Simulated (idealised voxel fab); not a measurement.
process module | voxel transistor to metal
cross-section cut | 265 nm wide | cells 5 nm
A cross-section is a grid of square cells, given in bands from the top down. A band is one or more rows of cells.
Each band's line starts with the height of the band's top and of its bottom, in nm. Then come its materials from left to right, each with its width in nm. One material with "throughout" fills the band from edge to edge. "air" is empty space.
Height 0 is the level under which the wafer as received is all one material. The lowest band goes on downwards, as in "0 down".
A width such as "30 to 40" changes by the same amount from each row of cells to the next, from the band's top row to its bottom row.
"no change" after a step means that no cell of the cross-section changed.
closed voids: empty space of 8 cells or more with no open way to the top, each as width x height at its distance from the left edge, in nm
after a step's settings: what the simulator itself notes on the step
overlay nm, on a step with a mask: how far to the right of its planned place the mask lay; to the left if negative
plan
1 op RECEIVE | material Si
2 op OXIDIZE | depth nm 5
3 op CONFORMAL_DEP | material SiN | thk nm 15
4 op MASKED_ETCH | tone cover | mask id ACTIVE | width nm 105 | pitch nm 130 | etch materials SiN | depth nm 15 | overlay nm 0
5 op MASKED_ETCH | tone cover | mask id ACTIVE | width nm 105 | pitch nm 130 | etch materials SiO2 | depth nm 5 | overlay nm 0
6 op MASKED_ETCH | tone cover | mask id ACTIVE | width nm 105 | pitch nm 130 | etch materials Si | depth nm 30 | overlay nm 0
7 op OXIDIZE | depth nm 5
8 op FILL_DEP | material SiO2 | thk nm 5
9 op CMP | height nm 15
10 op SELECTIVE_ETCH | etch materials SiO2 | depth nm 10
11 op STRIP | etch materials SiN
12 op SELECTIVE_ETCH | etch materials SiO2 | depth nm 5
13 op OXIDIZE | depth nm 5
14 op DIRECTIONAL_DEP | material polySi | thk nm 20
15 op DIRECTIONAL_DEP | material SiCN | thk nm 15
16 op DIRECTIONAL_DEP | material aC | thk nm 15
17 op PATTERN | tone cover | mask id GATE | material resist | width nm 15 | pitch nm 130 | thk nm 35 | overlay nm 0
18 op DIRECTIONAL_ETCH | etch materials aC | depth nm 15
19 op STRIP | etch materials resist
20 op DIRECTIONAL_ETCH | etch materials SiCN | depth nm 25
21 op DIRECTIONAL_ETCH | etch materials polySi | depth nm 30
22 op STRIP | etch materials aC
23 op CONFORMAL_DEP | material SiO2 | thk nm 5
24 op DIRECTIONAL_ETCH | etch materials SiO2 | depth nm 5
25 op CONFORMAL_DEP | material SiN | thk nm 10
26 op DIRECTIONAL_ETCH | etch materials SiN | depth nm 10
27 op DIRECTIONAL_ETCH | etch materials SiO2 | depth nm 5
28 op DIRECTIONAL_ETCH | etch materials Si | depth nm 15
29 op EPI | material SiGe | thk nm 15
30 op FILL_DEP | material SiO2 | thk nm 10
31 op CMP | height nm 30
32 op DIRECTIONAL_DEP | material SiO2 | thk nm 10
33 op DIRECTIONAL_DEP | material aC | thk nm 15
34 op PATTERN | tone open | mask id CONTACT | material resist | width nm 35 | thk nm 35 | overlay nm 0
35 op DIRECTIONAL_ETCH | etch materials aC | depth nm 15
36 op STRIP | etch materials resist
37 op DIRECTIONAL_ETCH | etch materials SiO2 | depth nm 35
38 op STRIP | etch materials aC
39 op CONFORMAL_DEP | material TiN | thk nm 5
40 op FILL_DEP | material Ru | thk nm 10
41 op CMP | height nm 40
42 op CONFORMAL_DEP | material SiN | thk nm 5
43 op DIRECTIONAL_DEP | material SiO2 | thk nm 20
44 op MASKED_ETCH | tone open | mask id METAL_1 | width nm 20 | etch materials SiO2 | depth nm 20 | overlay nm 0
45 op MASKED_ETCH | tone open | mask id METAL_1 | width nm 20 | etch materials SiN | depth nm 5 | overlay nm 0
46 op CONFORMAL_DEP | material TiN | thk nm 5
47 op FILL_DEP | material Cu | thk nm 10
48 op CMP | height nm 65
49 op CONFORMAL_DEP | material SiCN | thk nm 5
as received, after step 1
  0 down: Si throughout
  closed voids: none
a wafer at the end: this start, this plan, one mistake
  70 to 65: SiCN throughout
  65 to 45: SiO2 20 | TiN 5 | Cu 10 | TiN 5 | SiO2 55 | TiN 5 | Cu 10 | TiN 5 | SiO2 35 | TiN 5 | Cu 10 | TiN 5 | SiO2 55 | TiN 5 | Cu 10 | TiN 5 | SiO2 20
  45 to 40: SiN 20 | TiN 20 | SiN 55 | TiN 20 | SiN 35 | TiN 20 | SiN 55 | TiN 20 | SiN 20
  40 to 30: SiO2 20 | TiN 5 | Ru 25 | TiN 5 | SiO2 25 | TiN 5 | Ru 25 | TiN 5 | SiO2 35 | TiN 5 | Ru 25 | TiN 5 | SiO2 25 | TiN 5 | Ru 25 | TiN 5 | SiO2 20
  30 to 25: SiO2 20 | TiN 5 | Ru 15 | TiN 15 | SiO2 5 | SiCN 15 | SiO2 5 | TiN 15 | Ru 15 | TiN 5 | SiO2 35 | TiN 5 | Ru 15 | TiN 15 | SiO2 5 | SiCN 15 | SiO2 5 | TiN 15 | Ru 15 | TiN 5 | SiO2 20
  25 to 15: SiO2 20 | TiN 5 | Ru 15 | TiN 5 | SiN 10 | SiO2 5 | SiCN 15 | SiO2 5 | SiN 10 | TiN 5 | Ru 15 | TiN 5 | SiO2 35 | TiN 5 | Ru 15 | TiN 5 | SiN 10 | SiO2 5 | SiCN 15 | SiO2 5 | SiN 10 | TiN 5 | Ru 15 | TiN 5 | SiO2 20
  15 to 10: SiO2 20 | TiN 5 | Ru 15 | TiN 5 | SiN 10 | SiO2 5 | polySi 15 | SiO2 5 | SiN 10 | TiN 5 | Ru 15 | TiN 5 | SiO2 35 | TiN 5 | Ru 15 | TiN 5 | SiN 10 | SiO2 5 | polySi 15 | SiO2 5 | SiN 10 | TiN 5 | Ru 15 | TiN 5 | SiO2 20
  10 to 5: SiO2 20 | TiN 25 | SiN 10 | SiO2 5 | polySi 15 | SiO2 5 | SiN 10 | TiN 25 | SiO2 35 | TiN 25 | SiN 10 | SiO2 5 | polySi 15 | SiO2 5 | SiN 10 | TiN 25 | SiO2 20
  5 to -5: SiO2 30 | SiGe 15 | SiN 10 | SiO2 5 | polySi 15 | SiO2 5 | SiN 10 | SiGe 15 | SiO2 55 | SiGe 15 | SiN 10 | SiO2 5 | polySi 15 | SiO2 5 | SiN 10 | SiGe 15 | SiO2 30
  -5 to -10: SiO2 30 | SiGe 15 | SiO2 45 | SiGe 15 | SiO2 55 | SiGe 15 | SiO2 45 | SiGe 15 | SiO2 30
  -10 to -25: SiO2 20 | SiGe 25 | Si 45 | SiGe 25 | SiO2 35 | SiGe 25 | Si 45 | SiGe 25 | SiO2 20
  -25 to -40: SiO2 20 | Si 95 | SiO2 35 | Si 95 | SiO2 20
  -40 down: Si throughout
  closed voids: none
what went wrong: step 26 ran as: op DIRECTIONAL_ETCH | etch materials SiN | depth nm 15
